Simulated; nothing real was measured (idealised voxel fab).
process module | voxel double patterning
cross-section cut | 295 nm wide | cells 5 nm
A cross-section is a grid of square cells, given in bands from the top down. A band is one or more rows of cells.
Each band's line starts with the height of the band's top and of its bottom, in nm. Then come its materials from left to right, each with its width in nm. One material with "throughout" fills the band from edge to edge. "air" is empty space.
Height 0 is the level under which the wafer as received is all one material. The lowest band goes on downwards, as in "0 down".
A width such as "30 to 40" changes by the same amount from each row of cells to the next, from the band's top row to its bottom row.
"no change" after a step means that no cell of the cross-section changed.
closed voids: empty space of 8 cells or more with no open way to the top, each as width x height at its distance from the left edge, in nm
after a step's settings: what the simulator itself notes on the step
overlay nm, on a step with a mask: how far to the right of its planned place the mask lay; to the left if negative
plan
1 op RECEIVE | material Si
2 op CONFORMAL_DEP | material SiO2 | thk nm 10
3 op DIRECTIONAL_DEP | material W | thk nm 10
4 op DIRECTIONAL_DEP | material SiN | thk nm 5
5 op MASKED_ETCH | tone open | mask id FIRST | width nm 15 | pitch nm 50 | etch materials SiN | depth nm 5 | overlay nm 0
6 op DIRECTIONAL_DEP | material aC | thk nm 10
7 op PATTERN | tone open | mask id SECOND | material resist | width nm 15 | pitch nm 50 | thk nm 25 | overlay nm 0
8 op DIRECTIONAL_ETCH | etch materials aC | depth nm 10
9 op STRIP | etch materials resist
10 op DIRECTIONAL_ETCH | etch materials SiN | depth nm 5
11 op STRIP | etch materials aC
12 op DIRECTIONAL_ETCH | etch materials W | depth nm 10
13 op STRIP | etch materials SiN
as received, after step 1
  0 down: Si throughout
  closed voids: none
a wafer at the end: this start, this plan, one mistake
  10 to 0: W 90 | air 15 | W 10 | air 15 | W 10 | air 15 | W 10 | air 15 | W 10 | air 15 | W 90
  0 down: Si throughout
  closed voids: none
what went wrong: step 2 was left out
